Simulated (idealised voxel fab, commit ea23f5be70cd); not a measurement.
process module | voxel transistor to metal
Displayed cross-section: cut, width of 290 nm, square cells sized 5 nm.
Cross-section layout: square cells on a grid; listed as bands, top to bottom; a band spans one or more cell rows. Band entry format. Leading values: height of top, height of bottom, nm. Remainder: materials in left-to-right order, each with its width in nm. Special words: "edge to edge" on a single material, which then fills the band edge to edge; "air", empty space. Basically, 0 is our baseline, since under it the wafer straight out of the box is all one material. The bottom band has no lower end and keeps on going down, so it looks like "top 0, no bottom". Think of "30..40" as a width that walks from the first number to the second as you go down the band, top row to bottom row, taking equal-sized steps from row to row. The cross-section has no changed cell in any step marked "nothing different". Enclosed internal cavities: empty space of 8 cells or more with no open way to the top, each as width x height at its distance from the left edge, in nm. On a step's line, text after the settings is the simulator commenting on that step. overlay nm: mask offset rightward from planned place, masked step; negative means leftward offset.

STEPS IN THE PROCESS PLAN
step 1: RECEIVE (material Si)
step 2: OXIDIZE (depth nm 5)
step 3: CONFORMAL_DEP (material SiN; thk nm 10)
step 4: PATTERN (tone cover; mask id ACTIVE; material resist; width nm 100; pitch nm 125; thk nm 20; overlay nm 0)
step 5: DIRECTIONAL_ETCH (etch materials SiN; depth nm 10)
step 6: DIRECTIONAL_ETCH (etch materials SiO2; depth nm 5)
step 7: DIRECTIONAL_ETCH (etch materials Si; depth nm 20)
step 8: STRIP (etch materials resist)
step 9: FILL_DEP (material SiO2; thk nm 15)
step 10: CMP (height nm 10)
step 11: SELECTIVE_ETCH (etch materials SiO2; depth nm 10)
step 12: STRIP (etch materials SiN)
step 13: SELECTIVE_ETCH (etch materials SiO2; depth nm 5)
step 14: OXIDIZE (depth nm 5)
step 15: DIRECTIONAL_DEP (material polySi; thk nm 25)
step 16: DIRECTIONAL_DEP (material SiCN; thk nm 10)
step 17: DIRECTIONAL_DEP (material aC; thk nm 15)
step 18: PATTERN (tone cover; mask id GATE; material resist; width nm 20; pitch nm 125; thk nm 35; overlay nm 0)
step 19: DIRECTIONAL_ETCH (etch materials aC; depth nm 15)
step 20: STRIP (etch materials resist)
step 21: DIRECTIONAL_ETCH (etch materials SiCN; depth nm 20)
step 22: DIRECTIONAL_ETCH (etch materials polySi; depth nm 35)
step 23: STRIP (etch materials aC)
step 24: CONFORMAL_DEP (material SiN; thk nm 10)
step 25: DIRECTIONAL_ETCH (etch materials SiN; depth nm 10)
step 26: DIRECTIONAL_ETCH (etch materials SiO2; depth nm 5)
step 27: EPI (material SiGe; thk nm 5)
step 28: FILL_DEP (material SiO2; thk nm 5)
step 29: CMP (height nm 30)
step 30: DIRECTIONAL_DEP (material SiO2; thk nm 15)
step 31: PATTERN (tone open; mask id CONTACT; material resist; width nm 25; thk nm 15; overlay nm 0)
step 32: DIRECTIONAL_ETCH (etch materials SiO2; depth nm 50)
step 33: STRIP (etch materials resist)
step 34: CONFORMAL_DEP (material TiN; thk nm 5)
step 35: FILL_DEP (material W; thk nm 10)
step 36: CMP (height nm 45)
step 37: DIRECTIONAL_DEP (material TiN; thk nm 5)
step 38: DIRECTIONAL_DEP (material W; thk nm 20)
step 39: DIRECTIONAL_DEP (material aC; thk nm 15)
step 40: PATTERN (tone cover; mask id METAL_1; material resist; width nm 15; thk nm 30; overlay nm 0)
step 41: DIRECTIONAL_ETCH (etch materials aC; depth nm 15)
step 42: STRIP (etch materials resist)
step 43: DIRECTIONAL_ETCH (etch materials W; depth nm 20)
step 44: DIRECTIONAL_ETCH (etch materials TiN; depth nm 5)
step 45: STRIP (etch materials aC)
step 46: CONFORMAL_DEP (material SiN; thk nm 5)
step 47: FILL_DEP (material SiO2; thk nm 5)
step 48: CMP (height nm 70)
step 49: CONFORMAL_DEP (material SiN; thk nm 5)

CROSS-SECTION, INCOMING MATERIAL, AFTER STEP 1
top 0, no bottom  Si edge to edge
Enclosed internal cavities: none

HERE'S THE WAFER CUT IN CROSS-SECTION AFTER THE MODULE, STARTED AND PLANNED JUST LIKE ABOVE, EXCEPT ONE THING WAS DONE WRONG IN THE RUN
top 75, bottom 70  SiN edge to edge
top 70, bottom 65  40 of SiN  15 of TiN  50 of SiN  15 of TiN  45 of SiN  15 of TiN  50 of SiN  15 of TiN  45 of SiN
top 65, bottom 45  W edge to edge
top 45, bottom 35  40 of SiO2  5 of TiN  15 of W  5 of TiN  30 of SiO2  5 of TiN  15 of W  5 of TiN  45 of SiO2  5 of TiN  15 of W  5 of TiN  30 of SiO2  5 of TiN  15 of W  5 of TiN  45 of SiO2
top 35, bottom 30  40 of SiO2  5 of TiN  10 of W  10 of TiN  30 of SiO2  10 of TiN  10 of W  5 of TiN  45 of SiO2  5 of TiN  10 of W  10 of TiN  30 of SiO2  10 of TiN  10 of W  5 of TiN  45 of SiO2
top 30, bottom 20  40 of SiO2  5 of TiN  10 of W  5 of TiN  10 of SiN  20 of SiCN  10 of SiN  5 of TiN  10 of W  5 of TiN  45 of SiO2  5 of TiN  10 of W  5 of TiN  10 of SiN  20 of SiCN  10 of SiN  5 of TiN  10 of W  5 of TiN  45 of SiO2
top 20, bottom 0  40 of SiO2  5 of TiN  10 of W  5 of TiN  10 of SiN  20 of polySi  10 of SiN  5 of TiN  10 of W  5 of TiN  45 of SiO2  5 of TiN  10 of W  5 of TiN  10 of SiN  20 of polySi  10 of SiN  5 of TiN  10 of W  5 of TiN  45 of SiO2
top 0, bottom -5  40 of SiO2  20 of TiN  10 of SiN  20 of polySi  10 of SiN  20 of TiN  45 of SiO2  20 of TiN  10 of SiN  20 of polySi  10 of SiN  20 of TiN  45 of SiO2
top -5, bottom -10  25 of SiO2  35 of SiGe  40 of SiO2  35 of SiGe  15 of SiO2  35 of SiGe  40 of SiO2  35 of SiGe  30 of SiO2
top -10, bottom -25  30 of SiO2  100 of Si  25 of SiO2  100 of Si  35 of SiO2
top -25, no bottom  Si edge to edge
Enclosed internal cavities: none
Short version of what went wrong: ran 37 and 38 in swapped order versus the plan
